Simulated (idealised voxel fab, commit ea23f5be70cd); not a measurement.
process module | voxel air gaps
cross-section cut | 235 nm wide | cells 5 nm
A cross-section is a grid of square cells, given in bands from the top down. A band is one or more rows of cells.
Each band's line starts with the height of the band's top and of its bottom, in nm. Then come its materials from left to right, each with its width in nm. One material with "throughout" fills the band from edge to edge. "air" is empty space.
Height 0 is the level under which the wafer as received is all one material. The lowest band goes on downwards, as in "0 down".
A width such as "30 to 40" changes by the same amount from each row of cells to the next, from the band's top row to its bottom row.
"no change" after a step means that no cell of the cross-section changed.
closed voids: empty space of 8 cells or more with no open way to the top, each as width x height at its distance from the left edge, in nm
after a step's settings: what the simulator itself notes on the step
overlay nm, on a step with a mask: how far to the right of its planned place the mask lay; to the left if negative
plan
1 op RECEIVE | material Si
2 op CONFORMAL_DEP | material SiO2 | thk nm 10
3 op CONFORMAL_DEP | material SiN | thk nm 5
4 op DIRECTIONAL_DEP | material SiO2 | thk nm 35
5 op MASKED_ETCH | tone open | mask id LINES | width nm 15 | pitch nm 40 | etch materials SiO2 | depth nm 35 | overlay nm 0
6 op CONFORMAL_DEP | material TiN | thk nm 5
7 op FILL_DEP | material Ru | thk nm 5
8 op CMP | height nm 50
9 op EPI | material Ru | thk nm 10
10 op SELECTIVE_ETCH | etch materials SiO2 | depth nm 45
11 op CONFORMAL_DEP | material SiCN | thk nm 5
as received, after step 1
  0 down: Si throughout
  closed voids: none
first wafer at the end, as planned
  65 to 60: air 35 | SiCN 165 | air 35
  60 to 50: air 35 | SiCN 5 | Ru 35 | SiCN 5 | Ru 35 | SiCN 5 | Ru 35 | SiCN 5 | Ru 35 | SiCN 5 | air 35
  50 to 45: air 35 | SiCN 15 | TiN 5 | Ru 5 | TiN 5 | SiCN 25 | TiN 5 | Ru 5 | TiN 5 | SiCN 25 | TiN 5 | Ru 5 | TiN 5 | SiCN 25 | TiN 5 | Ru 5 | TiN 5 | SiCN 15 | air 35
  45 to 20: air 45 | SiCN 5 | TiN 5 | Ru 5 | TiN 5 | SiCN 5 | air 15 | SiCN 5 | TiN 5 | Ru 5 | TiN 5 | SiCN 5 | air 15 | SiCN 5 | TiN 5 | Ru 5 | TiN 5 | SiCN 5 | air 15 | SiCN 5 | TiN 5 | Ru 5 | TiN 5 | SiCN 5 | air 45
  20 to 15: SiCN 50 | TiN 15 | SiCN 25 | TiN 15 | SiCN 25 | TiN 15 | SiCN 25 | TiN 15 | SiCN 50
  15 to 10: SiN throughout
  10 to 0: SiO2 throughout
  0 down: Si throughout
  closed voids: 15 x 25 at 70; 15 x 25 at 110; 15 x 25 at 150
second wafer at the end: like start, like plan, one mistake
  65 to 60: SiCN throughout
  60 to 50: Ru throughout
  50 to 20: Ru 45 | TiN 5 | SiO2 15 | TiN 5 | Ru 15 | TiN 5 | SiO2 15 | TiN 5 | Ru 15 | TiN 5 | SiO2 15 | TiN 5 | Ru 15 | TiN 5 | SiO2 15 | TiN 5 | Ru 45
  20 to 15: TiN 50 | SiO2 15 | TiN 25 | SiO2 15 | TiN 25 | SiO2 15 | TiN 25 | SiO2 15 | TiN 50
  15 to 10: SiN throughout
  10 to 0: SiO2 throughout
  0 down: Si throughout
  closed voids: none
what went wrong: step 5 ran as: op MASKED_ETCH | tone cover | mask id LINES | width nm 15 | pitch nm 40 | etch materials SiO2 | depth nm 35 | overlay nm 0
at the end the second wafer has, in cells: 176 more of Ru | 92 fewer of SiCN | 84 more of SiO2 | 23 more of TiN
closed voids at the end (first wafer, second wafer): 3, 0
